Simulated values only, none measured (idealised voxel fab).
process module | voxel self aligned vias
cross-section cut | 245 nm wide | cells 5 nm
A cross-section is a grid of square cells, given in bands from the top down. A band is one or more rows of cells.
Each band's line starts with the height of the band's top and of its bottom, in nm. Then come its materials from left to right, each with its width in nm. One material with "throughout" fills the band from edge to edge. "air" is empty space.
Height 0 is the level under which the wafer as received is all one material. The lowest band goes on downwards, as in "0 down".
A width such as "30 to 40" changes by the same amount from each row of cells to the next, from the band's top row to its bottom row.
"no change" after a step means that no cell of the cross-section changed.
closed voids: empty space of 8 cells or more with no open way to the top, each as width x height at its distance from the left edge, in nm
after a step's settings: what the simulator itself notes on the step
overlay nm, on a step with a mask: how far to the right of its planned place the mask lay; to the left if negative
plan
1 op RECEIVE | material Si
2 op CONFORMAL_DEP | material SiO2 | thk nm 10
3 op CONFORMAL_DEP | material SiCN | thk nm 5
4 op DIRECTIONAL_DEP | material lowk | thk nm 30
5 op MASKED_ETCH | tone open | mask id LINES | width nm 25 | pitch nm 50 | etch materials lowk | depth nm 30 | overlay nm 0
6 op CONFORMAL_DEP | material TiN | thk nm 5
7 op FILL_DEP | material Ru | thk nm 5
8 op CMP | height nm 45
9 op SELECTIVE_ETCH | etch materials W Ru TiN | depth nm 5
10 op FILL_DEP | material SiN | thk nm 10
11 op CMP | height nm 45
12 op DIRECTIONAL_DEP | material lowk | thk nm 20
13 op DIRECTIONAL_DEP | material aC | thk nm 10
14 op PATTERN | tone open | mask id VIAS | material resist | width nm 35 | pitch nm 50 | thk nm 25 | overlay nm 0
15 op DIRECTIONAL_ETCH | etch materials aC | depth nm 10
16 op STRIP | etch materials resist
17 op DIRECTIONAL_ETCH | etch materials lowk | depth nm 20
18 op DIRECTIONAL_ETCH | etch materials SiN | depth nm 5
19 op STRIP | etch materials aC
20 op CONFORMAL_DEP | material TiN | thk nm 5
21 op FILL_DEP | material Ru | thk nm 10
22 op CMP | height nm 65
23 op CONFORMAL_DEP | material SiCN | thk nm 5
varied across the wafers: depth nm of step 9. The plan shows the first wafer's value. All wafers start alike
first wafer as received, after step 1
  0 down: Si throughout
  closed voids: none
each wafer at the end: cells of each material gained (+) or lost (-) since it was received, then its closed voids
depth nm 5 | +60 Ru | +98 SiCN | +98 SiO2 | +56 TiN | +374 lowk | closed voids: none
depth nm 10 | +54 Ru | +98 SiCN | +10 SiN | +98 SiO2 | +52 TiN | +374 lowk | closed voids: none
depth nm 15 | +48 Ru | +98 SiCN | +20 SiN | +98 SiO2 | +48 TiN | +374 lowk | closed voids: none
depth nm 20 | +42 Ru | +98 SiCN | +30 SiN | +98 SiO2 | +44 TiN | +374 lowk | closed voids: none
